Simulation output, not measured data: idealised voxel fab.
process module | voxel trench capacitor
cross-section cut | 225 nm wide | cells 5 nm
A cross-section is a grid of square cells, given in bands from the top down. A band is one or more rows of cells.
Each band's line starts with the height of the band's top and of its bottom, in nm. Then come its materials from left to right, each with its width in nm. One material with "throughout" fills the band from edge to edge. "air" is empty space.
Height 0 is the level under which the wafer as received is all one material. The lowest band goes on downwards, as in "0 down".
A width such as "30 to 40" changes by the same amount from each row of cells to the next, from the band's top row to its bottom row.
"no change" after a step means that no cell of the cross-section changed.
closed voids: empty space of 8 cells or more with no open way to the top, each as width x height at its distance from the left edge, in nm
after a step's settings: what the simulator itself notes on the step
overlay nm, on a step with a mask: how far to the right of its planned place the mask lay; to the left if negative
plan
1 op RECEIVE | material Si
2 op CONFORMAL_DEP | material SiN | thk nm 5
3 op PATTERN | tone open | mask id TRENCH | material resist | width nm 25 | pitch nm 50 | thk nm 20 | overlay nm 0
4 op DIRECTIONAL_ETCH | etch materials SiN | depth nm 5
5 op DIRECTIONAL_ETCH | etch materials Si | depth nm 35
6 op STRIP | etch materials resist
7 op CONFORMAL_DEP | material Al2O3 | thk nm 5
8 op FILL_DEP | material polySi | thk nm 5
9 op CMP | height nm 5
as received, after step 1
  0 down: Si throughout
  closed voids: none
first wafer at the end, as planned
  5 to 0: SiN 50 | Al2O3 5 | polySi 15 | Al2O3 5 | SiN 25 | Al2O3 5 | polySi 15 | Al2O3 5 | SiN 25 | Al2O3 5 | polySi 15 | Al2O3 5 | SiN 50
  0 to -30: Si 50 | Al2O3 5 | polySi 15 | Al2O3 5 | Si 25 | Al2O3 5 | polySi 15 | Al2O3 5 | Si 25 | Al2O3 5 | polySi 15 | Al2O3 5 | Si 50
  -30 to -35: Si 50 | Al2O3 25 | Si 25 | Al2O3 25 | Si 25 | Al2O3 25 | Si 50
  -35 down: Si throughout
  closed voids: none
second wafer at the end: like start, like plan, one mistake
  5 to 0: Al2O3 throughout
  0 down: Si throughout
  closed voids: none
what went wrong: step 2 ran as: op CONFORMAL_DEP | material Al2O3 | thk nm 5
at the end the second wafer has, in cells: 12 fewer of Al2O3 | 105 more of Si | 30 fewer of SiN | 63 fewer of polySi
